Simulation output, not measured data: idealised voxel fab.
The following process module bears the name voxel self aligned vias.
Displayed cross-section: cut, width of 290 nm, square cells sized 5 nm.
Cross-section = grid of square cells, listed top down in bands; band = one or more rows.
Band: top height; bottom height; in nm. Then, left to right: material with width in nm, for each material. "all across": a single material spanning edge to edge. "air": empty space.
Zero point of the height axis is 0; under it, received wafer = one material. Lowest band: continues down indefinitely, "from 0 down".
The two numbers in a width such as "30..40" mark its ends across the band: the first belongs to the top row of cells, the second to the bottom row, and from each row to the next the width moves by the same amount.
"changes: none" (step): cross-section cells unchanged, all of them.
"Enclosed cavity list" contains a list of empty spaces, each no smaller than 8 cells and without an open way to the top, written in the form width x height at distance with the distance from the left edge and all three in nm.
after a step's settings: what the simulator itself notes on the step
A step line may carry the setting "overlay nm", which, for steps involving a mask, states the distance by which the mask lay to the right of its intended position; negative values denote displacement to the left.
## The process steps that were planned are listed below
1) op RECEIVE | material Si
2) op CONFORMAL_DEP | material SiO2 | thk nm 15
3) op CONFORMAL_DEP | material SiCN | thk nm 5
4) op DIRECTIONAL_DEP | material SiO2 | thk nm 20
5) op MASKED_ETCH | tone open | mask id LINES | width nm 25 | pitch nm 70 | etch materials SiO2 | depth nm 20 | overlay nm 0
6) op CONFORMAL_DEP | material TiN | thk nm 5
7) op FILL_DEP | material Ru | thk nm 10
8) op CMP | height nm 40
9) op SELECTIVE_ETCH | etch materials W Ru TiN | depth nm 10
10) op FILL_DEP | material SiN | thk nm 5
11) op CMP | height nm 40
12) op DIRECTIONAL_DEP | material SiO2 | thk nm 20
13) op PATTERN | tone open | mask id VIAS | material resist | width nm 45 | thk nm 20 | overlay nm 0
14) op DIRECTIONAL_ETCH | etch materials SiO2 | depth nm 20
15) op DIRECTIONAL_ETCH | etch materials SiN | depth nm 10
16) op STRIP | etch materials resist
17) op CONFORMAL_DEP | material TiN | thk nm 5
18) op FILL_DEP | material W | thk nm 5
19) op CMP | height nm 60
20) op CONFORMAL_DEP | material SiN | thk nm 5
## The cross-section here shows the wafer as received, i.e. in its state after step 1
* from 0 down = Si all across
* Enclosed cavity list: none
## The module was run from the start shown above using the plan shown above, but one mistake was made doing it; the resulting wafer cross-section is below
* from 65 to 60 = SiN all across
* from 60 to 40 = 85 SiO2; 5 TiN; 35 W; 5 TiN; 160 SiO2
* from 40 to 35 = 85 SiO2; 5 TiN; 35 W; 5 TiN; 35 SiO2; 25 SiN; 100 SiO2
* from 35 to 30 = 85 SiO2; 45 TiN; 35 SiO2; 25 SiN; 100 SiO2
* from 30 to 25 = 85 SiO2; 15 TiN; 15 Ru; 15 TiN; 35 SiO2; 5 TiN; 15 Ru; 5 TiN; 100 SiO2
* from 25 to 20 = 85 SiO2; 45 TiN; 35 SiO2; 25 TiN; 100 SiO2
* from 20 to 15 = SiCN all across
* from 15 to 0 = SiO2 all across
* from 0 down = Si all across
* Enclosed cavity list: none
Where did the run depart from the plan? step 14 of the plan was performed twice
